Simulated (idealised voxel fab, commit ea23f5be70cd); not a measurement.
This is a process module. Its name is voxel trench capacitor.
Section shown: cut. Width: 280 nm. Cell size: 5 nm, square.
In this document a cross-section is written as a grid of square cells. It is given as a series of bands, listed from the top down, and a band is one or more rows of cells. What a band's entry tells you: where the top is and where the bottom is, as heights in nm, and after that what lies inside, material by material from left to right, each with its width in nm. Empty space is written as the word "air", and a single material marked with the word "edge to edge" occupies the band from edge to edge. Beneath 0, the wafer as received is one material, and that level is where height counting begins. The lowest band goes on downward without a bottom; it is written like "0 nm and below". Graded width ("30 to 40"): value in top row of band = first number; value in bottom row = second number; row-to-row change constant. Any step labelled "everything unchanged" changed none of the cells in the cross-section. What "Enclosed void inventory" gives you is every empty space of 8 cells or more that is cut off from the top. Each appears as width x height at distance, with the distance taken from the left edge and width, height and distance all in nm. Note: text after step settings on the step line = simulator remark on that step. The setting "overlay nm" may be written on the line of a step. When the step uses a mask, the value reports how far to the right of the planned place the mask lay, and a negative value reports that it lay to the left.
Steps planned for the process:
| 1 | op RECEIVE | material Si |
| 2 | op CONFORMAL_DEP | material SiN | thk nm 10 |
| 3 | op MASKED_ETCH | tone open | mask id TRENCH | width nm 25 | pitch nm 55 | etch materials SiN | depth nm 10 | overlay nm 0 |
| 4 | op MASKED_ETCH | tone open | mask id TRENCH | width nm 25 | pitch nm 55 | etch materials Si | depth nm 30 | overlay nm 0 |
| 5 | op CONFORMAL_DEP | material SiO2 | thk nm 5 |
| 6 | op FILL_DEP | material polySi | thk nm 5 |
| 7 | op CMP | height nm 10 |
Received-state cross-section, reflecting completion of step 1:
> 0 nm and below  Si edge to edge
> Enclosed void inventory: none
Cross-sectional image of the first of two wafers at the end of the module, the run having proceeded as planned:
> 10 nm to 0 nm  45 SiN; 5 SiO2; 15 polySi; 5 SiO2; 30 SiN; 5 SiO2; 15 polySi; 5 SiO2; 30 SiN; 5 SiO2; 15 polySi; 5 SiO2; 30 SiN; 5 SiO2; 15 polySi; 5 SiO2; 45 SiN
> 0 nm to -25 nm  45 Si; 5 SiO2; 15 polySi; 5 SiO2; 30 Si; 5 SiO2; 15 polySi; 5 SiO2; 30 Si; 5 SiO2; 15 polySi; 5 SiO2; 30 Si; 5 SiO2; 15 polySi; 5 SiO2; 45 Si
> -25 nm to -30 nm  45 Si; 25 SiO2; 30 Si; 25 SiO2; 30 Si; 25 SiO2; 30 Si; 25 SiO2; 45 Si
> -30 nm and below  Si edge to edge
> Enclosed void inventory: none
Second of two wafers, module complete, sectioned: it shares the first wafer's start and plan but was run with one mistake:
> 10 nm to 5 nm  50 SiO2; 15 polySi; 40 SiO2; 15 polySi; 40 SiO2; 15 polySi; 40 SiO2; 15 polySi; 50 SiO2
> 5 nm to 0 nm  45 SiN; 5 SiO2; 15 polySi; 5 SiO2; 30 SiN; 5 SiO2; 15 polySi; 5 SiO2; 30 SiN; 5 SiO2; 15 polySi; 5 SiO2; 30 SiN; 5 SiO2; 15 polySi; 5 SiO2; 45 SiN
> 0 nm to -25 nm  45 Si; 5 SiO2; 15 polySi; 5 SiO2; 30 Si; 5 SiO2; 15 polySi; 5 SiO2; 30 Si; 5 SiO2; 15 polySi; 5 SiO2; 30 Si; 5 SiO2; 15 polySi; 5 SiO2; 45 Si
> -25 nm to -30 nm  45 Si; 25 SiO2; 30 Si; 25 SiO2; 30 Si; 25 SiO2; 30 Si; 25 SiO2; 45 Si
> -30 nm and below  Si edge to edge
> Enclosed void inventory: none
Misprocessing identified: step 2 off recipe, ran as op CONFORMAL_DEP | material SiN | thk nm 5
at the end the second wafer has, in cells: 36 fewer of SiN, 36 more of SiO2
